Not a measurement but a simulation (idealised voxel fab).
Proc. module: voxel ribs on slabs
Cross-section cut: width 175 nm, square cells of 5 nm.
Cross-section spec: square-cell grid; bands listed top down; each band is one or more rows.
Top height, bottom height, nm. Materials left to right, width each, nm. Single material + "throughout" = fills band edge to edge. "blank" = empty.
Height 0 is the level under which the wafer as received is all one material. The lowest band goes on downwards, as in "top 0, no bottom".
A two-number width, for instance "30..40", indicates that the width is equal to the first number in the top row of the band and to the second number in the bottom row, and that it changes by a constant amount per row of cells.
Reading "nothing changed" for a step: not a cell of the cross-section changed in it.
The list in "Closed void roster" covers empty spaces of 8 cells or more that cannot reach the top through any open way, and it gives each as width x height at distance; the distance is from the left edge, and width, height and distance are in nm.
Step line, after settings: the simulator's comment on this step.
overlay nm: step with mask; distance mask lay right of planned place; negative value = left of planned place.

[Process steps - plan]
1: op RECEIVE | material Si
2: op DIRECTIONAL_DEP | material SiO2 | thk nm 20
3: op DIRECTIONAL_DEP | material polySi | thk nm 15
4: op PATTERN | tone cover | mask id RIB | material resist | width nm 30 | thk nm 20 | overlay nm 0
5: op DIRECTIONAL_ETCH | etch materials polySi | depth nm 5
6: op STRIP | etch materials resist
7: op PATTERN | tone cover | mask id SLAB | material resist | width nm 90 | thk nm 20 | overlay nm 0
8: op DIRECTIONAL_ETCH | etch materials polySi | depth nm 10
9: op STRIP | etch materials resist
10: op FILL_DEP | material SiO2 | thk nm 30
11: op CMP | height nm 55
12: op DIRECTIONAL_DEP | material TiN | thk nm 10
13: op PATTERN | tone cover | mask id HEATER | material resist | width nm 40 | thk nm 20 | overlay nm 0
14: op DIRECTIONAL_ETCH | etch materials TiN | depth nm 10
15: op STRIP | etch materials resist
16: op CONFORMAL_DEP | material SiO2 | thk nm 10

[Cross-section: wafer on arrival = after step 1]
top 0, no bottom  Si throughout
Closed void roster: none

[Post-module cross-section of the first of two wafers (run per plan)]
top 75, bottom 65  blank (55)  SiO2 (60)  blank (60)
top 65, bottom 55  SiO2 (65)  TiN (40)  SiO2 (70)
top 55, bottom 35  SiO2 throughout
top 35, bottom 30  SiO2 (70)  polySi (30)  SiO2 (75)
top 30, bottom 20  SiO2 (40)  polySi (90)  SiO2 (45)
top 20, bottom 0  SiO2 throughout
top 0, no bottom  Si throughout
Closed void roster: none

[Cross-section of the latter of the two wafers at module completion. It had an identical start and an identical plan to the former; in running it, one mistake was made]
top 75, bottom 65  blank (55)  SiO2 (60)  blank (60)
top 65, bottom 55  SiO2 (65)  TiN (40)  SiO2 (70)
top 55, bottom 30  SiO2 throughout
top 30, bottom 25  polySi (40)  SiO2 (90)  polySi (45)
top 25, bottom 20  polySi (40)  SiO2 (30)  polySi (30)  SiO2 (30)  polySi (45)
top 20, bottom 0  SiO2 throughout
top 0, no bottom  Si throughout
Closed void roster: none
Which mistake was made when the wafer was run? step 7 did not happen as planned, as run it was op PATTERN | tone open | mask id SLAB | material resist | width nm 90 | thk nm 20 | overlay nm 0
The second wafer ends with more or fewer cells of some materials than the first, per final count: SiO2 +2 | polySi -2
